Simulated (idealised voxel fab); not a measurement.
Title: Process Module voxel wiring stack
Pictured: cross-section cut, 170 nm wide, on a grid of 5 nm square cells.
We lay out every cross-section as a grid of square cells and spell it out in bands from the top down, where one band means one or more rows of cells.
Heads up on the band format: heights come first, top then bottom, in nm. After that it's the materials left to right, each with its width in nm. A single material flagged "full width" fills the whole band edge to edge, and "blank" means there's empty space there.
Ref level 0: as-received wafer is one material below here. Bottom band extends down with no lower bound ("z 0 and below").
Width: "30..40" (first number = top row, second number = bottom row, same change from row to row of cells).
"no modification" means the step left every cell of the cross-section as it was.
Entry "Enclosed void list" = empty spaces >= 8 cells with no open way to the top; each as width x height at distance, distance from left edge, all nm.
What comes after the settings on a step's line is commentary from the simulator itself on that step.
overlay nm: how far to the right of its planned place the mask lay on this masked step (negative: to the left).

# Steps planned for the process
step 1: RECEIVE, material Si
step 2: CONFORMAL_DEP, material SiO2, thk nm 15
step 3: DIRECTIONAL_DEP, material TiN, thk nm 5
step 4: DIRECTIONAL_DEP, material W, thk nm 20
step 5: PATTERN, tone cover, mask id METAL_1, material resist, width nm 20, pitch nm 45, thk nm 20, overlay nm 0
step 6: DIRECTIONAL_ETCH, etch materials W, depth nm 20
step 7: DIRECTIONAL_ETCH, etch materials TiN, depth nm 5
step 8: STRIP, etch materials resist
step 9: CONFORMAL_DEP, material SiCN, thk nm 5
step 10: FILL_DEP, material lowk, thk nm 10
step 11: CMP, height nm 40
step 12: CONFORMAL_DEP, material SiCN, thk nm 5
step 13: DIRECTIONAL_DEP, material lowk, thk nm 10
step 14: DIRECTIONAL_DEP, material aC, thk nm 10
step 15: PATTERN, tone open, mask id PLUG_1, material resist, width nm 15, pitch nm 45, thk nm 30, overlay nm 0
step 16: DIRECTIONAL_ETCH, etch materials aC, depth nm 10
step 17: STRIP, etch materials resist
step 18: DIRECTIONAL_ETCH, etch materials lowk, depth nm 10
step 19: DIRECTIONAL_ETCH, etch materials SiCN, depth nm 5
step 20: STRIP, etch materials aC
step 21: EPI, material Ru, thk nm 10
step 22: EPI, material Ru, thk nm 5
step 23: CONFORMAL_DEP, material SiCN, thk nm 5
step 24: DIRECTIONAL_DEP, material SiO2, thk nm 25
step 25: DIRECTIONAL_DEP, material aC, thk nm 15
step 26: PATTERN, tone open, mask id METAL_2, material resist, width nm 20, pitch nm 45, thk nm 30, overlay nm 0
step 27: DIRECTIONAL_ETCH, etch materials aC, depth nm 15
step 28: STRIP, etch materials resist
step 29: DIRECTIONAL_ETCH, etch materials SiO2, depth nm 25
step 30: DIRECTIONAL_ETCH, etch materials SiCN, depth nm 5
step 31: STRIP, etch materials aC
step 32: CONFORMAL_DEP, material TiN, thk nm 5
step 33: FILL_DEP, material Cu, thk nm 10
step 34: CMP, height nm 85
step 35: CONFORMAL_DEP, material SiCN, thk nm 5
step 36: DIRECTIONAL_DEP, material SiO2, thk nm 30
step 37: MASKED_ETCH, tone open, mask id METAL_3_HOLES, width nm 15, pitch nm 45, etch materials SiO2, depth nm 30, overlay nm 0
step 38: MASKED_ETCH, tone open, mask id METAL_3, width nm 20, pitch nm 45, etch materials SiO2, depth nm 20, overlay nm 0
step 39: MASKED_ETCH, tone open, mask id METAL_3, width nm 20, pitch nm 45, etch materials SiCN, depth nm 5, overlay nm 0
step 40: CONFORMAL_DEP, material TiN, thk nm 5
step 41: FILL_DEP, material Ru, thk nm 5
step 42: CMP, height nm 120
step 43: CONFORMAL_DEP, material SiCN, thk nm 5
step 44: DIRECTIONAL_DEP, material SiO2, thk nm 30
step 45: MASKED_ETCH, tone open, mask id METAL_4_HOLES, width nm 15, pitch nm 90, etch materials SiO2, depth nm 30, overlay nm 0
step 46: MASKED_ETCH, tone open, mask id METAL_4, width nm 20, pitch nm 45, etch materials SiO2, depth nm 20, overlay nm 0
step 47: MASKED_ETCH, tone open, mask id METAL_4, width nm 20, pitch nm 45, etch materials SiCN, depth nm 5, overlay nm 0
step 48: CONFORMAL_DEP, material TiN, thk nm 5
step 49: FILL_DEP, material Ru, thk nm 5
step 50: CMP, height nm 155
step 51: CONFORMAL_DEP, material SiN, thk nm 5

# First of the two wafers, run per plan

# Wafer cross-section on receipt, i.e. after step 1
    z 0 and below: Si full width
    Enclosed void list: none

# The wafer in cross-section once step 2 is complete
    z 15 to 0: SiO2 full width
    Anything lower than 0 is untouched.

# The wafer in cross-section once step 3 is complete
    z 20 to 15: TiN full width
    Anything lower than 15 is untouched.

# The wafer in cross-section once step 4 is complete
    z 40 to 20: W full width
    Anything lower than 20 is untouched.

# The wafer in cross-section once step 5 is complete
    z 60 to 40: 30 blank | 20 resist | 25 blank | 20 resist | 25 blank | 20 resist | 30 blank
    Anything lower than 40 is untouched.

# The wafer in cross-section once step 6 is complete
    z 60 to 40: 30 blank | 20 resist | 25 blank | 20 resist | 25 blank | 20 resist | 30 blank
    z 40 to 20: 30 blank | 20 W | 25 blank | 20 W | 25 blank | 20 W | 30 blank
    Anything lower than 20 is untouched.

# The wafer in cross-section once step 7 is complete
    z 60 to 40: 30 blank | 20 resist | 25 blank | 20 resist | 25 blank | 20 resist | 30 blank
    z 40 to 20: 30 blank | 20 W | 25 blank | 20 W | 25 blank | 20 W | 30 blank
    z 20 to 15: 30 blank | 20 TiN | 25 blank | 20 TiN | 25 blank | 20 TiN | 30 blank
    Anything lower than 15 is untouched.

# The wafer in cross-section once step 8 is complete
    z 40 to 20: 30 blank | 20 W | 25 blank | 20 W | 25 blank | 20 W | 30 blank
    Anything lower than 20 is untouched.

# The wafer in cross-section once step 9 is complete
    z 45 to 40: 25 blank | 30 SiCN | 15 blank | 30 SiCN | 15 blank | 30 SiCN | 25 blank
    z 40 to 20: 25 blank | 5 SiCN | 20 W | 5 SiCN | 15 blank | 5 SiCN | 20 W | 5 SiCN | 15 blank | 5 SiCN | 20 W | 5 SiCN | 25 blank
    z 20 to 15: 30 SiCN | 20 TiN | 25 SiCN | 20 TiN | 25 SiCN | 20 TiN | 30 SiCN
    Anything lower than 15 is untouched.

# The wafer in cross-section once step 10 is complete
    z 55 to 45: lowk full width
    z 45 to 40: 25 lowk | 30 SiCN | 15 lowk | 30 SiCN | 15 lowk | 30 SiCN | 25 lowk
    z 40 to 20: 25 lowk | 5 SiCN | 20 W | 5 SiCN | 15 lowk | 5 SiCN | 20 W | 5 SiCN | 15 lowk | 5 SiCN | 20 W | 5 SiCN | 25 lowk
    Anything lower than 20 is untouched.

# The wafer in cross-section once step 11 is complete
    z 40 to 20: 25 lowk | 5 SiCN | 20 W | 5 SiCN | 15 lowk | 5 SiCN | 20 W | 5 SiCN | 15 lowk | 5 SiCN | 20 W | 5 SiCN | 25 lowk
    Anything lower than 20 is untouched.

# The wafer in cross-section once step 12 is complete
    z 45 to 40: SiCN full width
    Anything lower than 40 is untouched.

# The wafer in cross-section once step 13 is complete
    z 55 to 45: lowk full width
    Anything lower than 45 is untouched.

# The wafer in cross-section once step 14 is complete
    z 65 to 55: aC full width
    Anything lower than 55 is untouched.

# The wafer in cross-section once step 15 is complete
    z 95 to 65: 30 resist | 15 blank | 30 resist | 15 blank | 30 resist | 15 blank | 35 resist
    Anything lower than 65 is untouched.

# The wafer in cross-section once step 16 is complete
    z 85 to 65: 30 resist | 15 blank | 30 resist | 15 blank | 30 resist | 15 blank | 35 resist
    z 65 to 55: 30 aC | 15 blank | 30 aC | 15 blank | 30 aC | 15 blank | 35 aC
    Anything lower than 55 is untouched.

# The wafer in cross-section once step 17 is complete
    z 65 to 55: 30 aC | 15 blank | 30 aC | 15 blank | 30 aC | 15 blank | 35 aC
    Anything lower than 55 is untouched.

# The wafer in cross-section once step 18 is complete
    z 65 to 55: 30 aC | 15 blank | 30 aC | 15 blank | 30 aC | 15 blank | 35 aC
    z 55 to 45: 30 lowk | 15 blank | 30 lowk | 15 blank | 30 lowk | 15 blank | 35 lowk
    Anything lower than 45 is untouched.

# The wafer in cross-section once step 19 is complete
    z 65 to 55: 30 aC | 15 blank | 30 aC | 15 blank | 30 aC | 15 blank | 35 aC
    z 55 to 45: 30 lowk | 15 blank | 30 lowk | 15 blank | 30 lowk | 15 blank | 35 lowk
    z 45 to 40: 30 SiCN | 15 blank | 30 SiCN | 15 blank | 30 SiCN | 15 blank | 35 SiCN
    Anything lower than 40 is untouched.

# The wafer in cross-section once step 20 is complete
    z 55 to 45: 30 lowk | 15 blank | 30 lowk | 15 blank | 30 lowk | 15 blank | 35 lowk
    Anything lower than 45 is untouched.

# The wafer in cross-section once step 21 is complete
    z 55 to 50: 30 lowk | 15 blank | 30 lowk | 15 blank | 30 lowk | 15 blank | 35 lowk
    z 50 to 45: 30 lowk | 15 Ru | 30 lowk | 15 Ru | 30 lowk | 15 Ru | 35 lowk
    z 45 to 40: 30 SiCN | 15 Ru | 30 SiCN | 15 Ru | 30 SiCN | 15 Ru | 35 SiCN
    Anything lower than 40 is untouched.

# The wafer in cross-section once step 22 is complete
    z 55 to 45: 30 lowk | 15 Ru | 30 lowk | 15 Ru | 30 lowk | 15 Ru | 35 lowk
    Anything lower than 45 is untouched.

# The wafer in cross-section once step 23 is complete
    z 60 to 55: SiCN full width
    Anything lower than 55 is untouched.

# The wafer in cross-section once step 24 is complete
    z 85 to 60: SiO2 full width
    Anything lower than 60 is untouched.

# The wafer in cross-section once step 25 is complete
    z 100 to 85: aC full width
    Anything lower than 85 is untouched.

# The wafer in cross-section once step 26 is complete
    z 130 to 100: 30 resist | 20 blank | 25 resist | 20 blank | 25 resist | 20 blank | 30 resist
    Anything lower than 100 is untouched.

# The wafer in cross-section once step 27 is complete
    z 115 to 100: 30 resist | 20 blank | 25 resist | 20 blank | 25 resist | 20 blank | 30 resist
    z 100 to 85: 30 aC | 20 blank | 25 aC | 20 blank | 25 aC | 20 blank | 30 aC
    Anything lower than 85 is untouched.

# The wafer in cross-section once step 28 is complete
    z 100 to 85: 30 aC | 20 blank | 25 aC | 20 blank | 25 aC | 20 blank | 30 aC
    Anything lower than 85 is untouched.

# The wafer in cross-section once step 29 is complete
    z 100 to 85: 30 aC | 20 blank | 25 aC | 20 blank | 25 aC | 20 blank | 30 aC
    z 85 to 60: 30 SiO2 | 20 blank | 25 SiO2 | 20 blank | 25 SiO2 | 20 blank | 30 SiO2
    Anything lower than 60 is untouched.

# The wafer in cross-section once step 30 is complete
    z 100 to 85: 30 aC | 20 blank | 25 aC | 20 blank | 25 aC | 20 blank | 30 aC
    z 85 to 60: 30 SiO2 | 20 blank | 25 SiO2 | 20 blank | 25 SiO2 | 20 blank | 30 SiO2
    z 60 to 55: 30 SiCN | 20 blank | 25 SiCN | 20 blank | 25 SiCN | 20 blank | 30 SiCN
    Anything lower than 55 is untouched.

# The wafer in cross-section once step 31 is complete
    z 85 to 60: 30 SiO2 | 20 blank | 25 SiO2 | 20 blank | 25 SiO2 | 20 blank | 30 SiO2
    Anything lower than 60 is untouched.

# The wafer in cross-section once step 32 is complete
    z 90 to 85: 35 TiN | 10 blank | 35 TiN | 10 blank | 35 TiN | 10 blank | 35 TiN
    z 85 to 60: 30 SiO2 | 5 TiN | 10 blank | 5 TiN | 25 SiO2 | 5 TiN | 10 blank | 5 TiN | 25 SiO2 | 5 TiN | 10 blank | 5 TiN | 30 SiO2
    z 60 to 55: 30 SiCN | 20 TiN | 25 SiCN | 20 TiN | 25 SiCN | 20 TiN | 30 SiCN
    Anything lower than 55 is untouched.

# The wafer in cross-section once step 33 is complete
    z 100 to 90: Cu full width
    z 90 to 85: 35 TiN | 10 Cu | 35 TiN | 10 Cu | 35 TiN | 10 Cu | 35 TiN
    z 85 to 60: 30 SiO2 | 5 TiN | 10 Cu | 5 TiN | 25 SiO2 | 5 TiN | 10 Cu | 5 TiN | 25 SiO2 | 5 TiN | 10 Cu | 5 TiN | 30 SiO2
    Anything lower than 60 is untouched.

# The wafer in cross-section once step 34 is complete
    z 85 to 60: 30 SiO2 | 5 TiN | 10 Cu | 5 TiN | 25 SiO2 | 5 TiN | 10 Cu | 5 TiN | 25 SiO2 | 5 TiN | 10 Cu | 5 TiN | 30 SiO2
    Anything lower than 60 is untouched.

# The wafer in cross-section once step 35 is complete
    z 90 to 85: SiCN full width
    Anything lower than 85 is untouched.

# The wafer in cross-section once step 36 is complete
    z 120 to 90: SiO2 full width
    Anything lower than 90 is untouched.

# The wafer in cross-section once step 37 is complete
    z 120 to 90: 30 SiO2 | 15 blank | 30 SiO2 | 15 blank | 30 SiO2 | 15 blank | 35 SiO2
    Anything lower than 90 is untouched.

# The wafer in cross-section once step 38 is complete
    z 120 to 100: 30 SiO2 | 20 blank | 25 SiO2 | 20 blank | 25 SiO2 | 20 blank | 30 SiO2
    Anything lower than 100 is untouched.

# The wafer in cross-section once step 39 is complete
    z 120 to 100: 30 SiO2 | 20 blank | 25 SiO2 | 20 blank | 25 SiO2 | 20 blank | 30 SiO2
    z 100 to 90: 30 SiO2 | 15 blank | 30 SiO2 | 15 blank | 30 SiO2 | 15 blank | 35 SiO2
    z 90 to 85: 30 SiCN | 15 blank | 30 SiCN | 15 blank | 30 SiCN | 15 blank | 35 SiCN
    Anything lower than 85 is untouched.

# The wafer in cross-section once step 40 is complete
    z 125 to 120: 35 TiN | 10 blank | 35 TiN | 10 blank | 35 TiN | 10 blank | 35 TiN
    z 120 to 105: 30 SiO2 | 5 TiN | 10 blank | 5 TiN | 25 SiO2 | 5 TiN | 10 blank | 5 TiN | 25 SiO2 | 5 TiN | 10 blank | 5 TiN | 30 SiO2
    z 105 to 100: 30 SiO2 | 5 TiN | 5 blank | 10 TiN | 25 SiO2 | 5 TiN | 5 blank | 10 TiN | 25 SiO2 | 5 TiN | 5 blank | 10 TiN | 30 SiO2
    z 100 to 90: 30 SiO2 | 5 TiN | 5 blank | 5 TiN | 30 SiO2 | 5 TiN | 5 blank | 5 TiN | 30 SiO2 | 5 TiN | 5 blank | 5 TiN | 35 SiO2
    z 90 to 85: 30 SiCN | 15 TiN | 30 SiCN | 15 TiN | 30 SiCN | 15 TiN | 35 SiCN
    Anything lower than 85 is untouched.

# The wafer in cross-section once step 41 is complete
    z 130 to 125: Ru full width
    z 125 to 120: 35 TiN | 10 Ru | 35 TiN | 10 Ru | 35 TiN | 10 Ru | 35 TiN
    z 120 to 105: 30 SiO2 | 5 TiN | 10 Ru | 5 TiN | 25 SiO2 | 5 TiN | 10 Ru | 5 TiN | 25 SiO2 | 5 TiN | 10 Ru | 5 TiN | 30 SiO2
    z 105 to 100: 30 SiO2 | 5 TiN | 5 Ru | 10 TiN | 25 SiO2 | 5 TiN | 5 Ru | 10 TiN | 25 SiO2 | 5 TiN | 5 Ru | 10 TiN | 30 SiO2
    z 100 to 90: 30 SiO2 | 5 TiN | 5 Ru | 5 TiN | 30 SiO2 | 5 TiN | 5 Ru | 5 TiN | 30 SiO2 | 5 TiN | 5 Ru | 5 TiN | 35 SiO2
    Anything lower than 90 is untouched.

# The wafer in cross-section once step 42 is complete
    z 120 to 105: 30 SiO2 | 5 TiN | 10 Ru | 5 TiN | 25 SiO2 | 5 TiN | 10 Ru | 5 TiN | 25 SiO2 | 5 TiN | 10 Ru | 5 TiN | 30 SiO2
    Anything lower than 105 is untouched.

# The wafer in cross-section once step 43 is complete
    z 125 to 120: SiCN full width
    Anything lower than 120 is untouched.

# The wafer in cross-section once step 44 is complete
    z 155 to 125: SiO2 full width
    Anything lower than 125 is untouched.

# The wafer in cross-section once step 45 is complete
    z 155 to 125: 30 SiO2 | 15 blank | 75 SiO2 | 15 blank | 35 SiO2
    Anything lower than 125 is untouched.

# The wafer in cross-section once step 46 is complete
    z 155 to 135: 30 SiO2 | 20 blank | 25 SiO2 | 20 blank | 25 SiO2 | 20 blank | 30 SiO2
    Anything lower than 135 is untouched.

# The wafer in cross-section once step 47 is complete
    z 155 to 135: 30 SiO2 | 20 blank | 25 SiO2 | 20 blank | 25 SiO2 | 20 blank | 30 SiO2
    z 135 to 125: 30 SiO2 | 15 blank | 75 SiO2 | 15 blank | 35 SiO2
    z 125 to 120: 30 SiCN | 15 blank | 75 SiCN | 15 blank | 35 SiCN
    Anything lower than 120 is untouched.

# The wafer in cross-section once step 48 is complete
    z 160 to 155: 35 TiN | 10 blank | 35 TiN | 10 blank | 35 TiN | 10 blank | 35 TiN
    z 155 to 140: 30 SiO2 | 5 TiN | 10 blank | 5 TiN | 25 SiO2 | 5 TiN | 10 blank | 5 TiN | 25 SiO2 | 5 TiN | 10 blank | 5 TiN | 30 SiO2
    z 140 to 135: 30 SiO2 | 5 TiN | 5 blank | 10 TiN | 25 SiO2 | 20 TiN | 25 SiO2 | 5 TiN | 5 blank | 10 TiN | 30 SiO2
    z 135 to 125: 30 SiO2 | 5 TiN | 5 blank | 5 TiN | 75 SiO2 | 5 TiN | 5 blank | 5 TiN | 35 SiO2
    z 125 to 120: 30 SiCN | 15 TiN | 75 SiCN | 15 TiN | 35 SiCN
    Anything lower than 120 is untouched.

# The wafer in cross-section once step 49 is complete
    z 165 to 160: Ru full width
    z 160 to 155: 35 TiN | 10 Ru | 35 TiN | 10 Ru | 35 TiN | 10 Ru | 35 TiN
    z 155 to 140: 30 SiO2 | 5 TiN | 10 Ru | 5 TiN | 25 SiO2 | 5 TiN | 10 Ru | 5 TiN | 25 SiO2 | 5 TiN | 10 Ru | 5 TiN | 30 SiO2
    z 140 to 135: 30 SiO2 | 5 TiN | 5 Ru | 10 TiN | 25 SiO2 | 20 TiN | 25 SiO2 | 5 TiN | 5 Ru | 10 TiN | 30 SiO2
    z 135 to 125: 30 SiO2 | 5 TiN | 5 Ru | 5 TiN | 75 SiO2 | 5 TiN | 5 Ru | 5 TiN | 35 SiO2
    Anything lower than 125 is untouched.

# The wafer in cross-section once step 50 is complete
    z 155 to 140: 30 SiO2 | 5 TiN | 10 Ru | 5 TiN | 25 SiO2 | 5 TiN | 10 Ru | 5 TiN | 25 SiO2 | 5 TiN | 10 Ru | 5 TiN | 30 SiO2
    Anything lower than 140 is untouched.

# The wafer in cross-section once step 51 is complete
    z 160 to 155: SiN full width
    Anything lower than 155 is untouched.

# Here the second wafer is described. Its start and its plan were those of the first wafer. Its run contained one mistake. Up to and including step 48, it did exactly what the first wafer did

# Second wafer, cross-section, planned end of step 49
    z 165 to 160: SiCN full width
    z 160 to 155: 35 TiN | 10 SiCN | 35 TiN | 10 SiCN | 35 TiN | 10 SiCN | 35 TiN
    z 155 to 140: 30 SiO2 | 5 TiN | 10 SiCN | 5 TiN | 25 SiO2 | 5 TiN | 10 SiCN | 5 TiN | 25 SiO2 | 5 TiN | 10 SiCN | 5 TiN | 30 SiO2
    z 140 to 135: 30 SiO2 | 5 TiN | 5 SiCN | 10 TiN | 25 SiO2 | 20 TiN | 25 SiO2 | 5 TiN | 5 SiCN | 10 TiN | 30 SiO2
    z 135 to 125: 30 SiO2 | 5 TiN | 5 SiCN | 5 TiN | 75 SiO2 | 5 TiN | 5 SiCN | 5 TiN | 35 SiO2
    Anything lower than 125 is untouched.

# Second wafer, cross-section, planned end of step 50
    z 155 to 140: 30 SiO2 | 5 TiN | 10 SiCN | 5 TiN | 25 SiO2 | 5 TiN | 10 SiCN | 5 TiN | 25 SiO2 | 5 TiN | 10 SiCN | 5 TiN | 30 SiO2
    Anything lower than 140 is untouched.

# Second wafer, cross-section, planned end of step 51
    z 160 to 155: SiN full width
    Anything lower than 155 is untouched.
What broke from the plan during processing? step 49, actual vs plan mismatch, actual run FILL_DEP, material SiCN, thk nm 5
at the end the second wafer has, in cells: 24 fewer of Ru | 24 more of SiCN
